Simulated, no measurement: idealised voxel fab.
The following process module bears the name voxel ribs on slabs.
Cross-sectional view cut (width: 260 nm; square cell size: 5 nm).
In this document a cross-section is written as a grid of square cells. It is given as a series of bands, listed from the top down, and a band is one or more rows of cells. A band entry consists of two parts. The first gives the height of the band's top and the height of its bottom, in nm. The rest lists the band's materials from left to right, each with its width in nm. A single material labelled with the word "edge to edge" fills the band from edge to edge, and the word "air" marks empty space. Heads up on the height convention: 0 is the point under which the incoming wafer is all one material, and the lowest band has no bottom, it just keeps going down, like "top 0, no bottom". A two-number width, for instance "30 to 40", indicates that the width is equal to the first number in the top row of the band and to the second number in the bottom row, and that it changes by a constant amount per row of cells. When a step is marked "nothing different", none of the cells in the cross-section changed during that step. In "Fully sealed voids" the enclosed voids are listed, meaning empty spaces of 8 cells or larger without any opening to the top. The form is width x height at distance, distance from the left edge, units nm. On each step's line, the part that comes after the settings is the simulator's own comment on the step. Each step line may optionally specify "overlay nm", which for a step with a mask gives the rightward distance between the mask's planned place and where it lay, a negative value indicating the leftward direction.

Here's what the planned process steps look like
1,RECEIVE (material Si)
2,DIRECTIONAL_DEP (material SiO2; thk nm 20)
3,DIRECTIONAL_DEP (material polySi; thk nm 15)
4,DIRECTIONAL_DEP (material aC; thk nm 15)
5,PATTERN (tone cover; mask id RIB; material resist; width nm 20; thk nm 30; overlay nm 0)
6,DIRECTIONAL_ETCH (etch materials aC; depth nm 15)
7,STRIP (etch materials resist)
8,DIRECTIONAL_ETCH (etch materials polySi; depth nm 5)
9,STRIP (etch materials aC)
10,DIRECTIONAL_DEP (material aC; thk nm 15)
11,PATTERN (tone cover; mask id SLAB; material resist; width nm 60; thk nm 30; overlay nm 0)
12,DIRECTIONAL_ETCH (etch materials aC; depth nm 15)
13,STRIP (etch materials resist)
14,DIRECTIONAL_ETCH (etch materials polySi; depth nm 10)
15,STRIP (etch materials aC)
16,FILL_DEP (material SiO2; thk nm 25)
17,CMP (height nm 55)
18,DIRECTIONAL_DEP (material W; thk nm 10)
19,MASKED_ETCH (tone cover; mask id HEATER; width nm 30; etch materials W; depth nm 10; overlay nm 0)
20,CONFORMAL_DEP (material SiO2; thk nm 5)

Received-state cross-section, reflecting completion of step 1
  top 0, no bottom | Si edge to edge
  Fully sealed voids: none

Looking at the first of two wafers in cross-section at end of module - ran to plan
  top 70, bottom 65 | air: 110  SiO2: 40  air: 110
  top 65, bottom 60 | air: 110  SiO2: 5  W: 30  SiO2: 5  air: 110
  top 60, bottom 55 | SiO2: 115  W: 30  SiO2: 115
  top 55, bottom 35 | SiO2 edge to edge
  top 35, bottom 30 | SiO2: 120  polySi: 20  SiO2: 120
  top 30, bottom 20 | SiO2: 100  polySi: 60  SiO2: 100
  top 20, bottom 0 | SiO2 edge to edge
  top 0, no bottom | Si edge to edge
  Fully sealed voids: none

Wafer two cross-section, module end. Start and plan unchanged from wafer one; one mistake made during the run
  top 70, bottom 65 | air: 110  SiO2: 40  air: 110
  top 65, bottom 60 | air: 110  SiO2: 5  W: 30  SiO2: 5  air: 110
  top 60, bottom 55 | SiO2: 115  W: 30  SiO2: 115
  top 55, bottom 50 | SiO2 edge to edge
  top 50, bottom 45 | SiO2: 120  polySi: 20  SiO2: 120
  top 45, bottom 35 | SiO2: 100  polySi: 60  SiO2: 100
  top 35, bottom 20 | polySi edge to edge
  top 20, bottom 0 | SiO2 edge to edge
  top 0, no bottom | Si edge to edge
  Fully sealed voids: none
Plan not followed: step 3 of the plan was performed twice
It is noted that, at the conclusion of processing, the second wafer exhibits a higher or lower cell count for certain materials relative to the first: SiO2: 156 fewer | polySi: 156 more
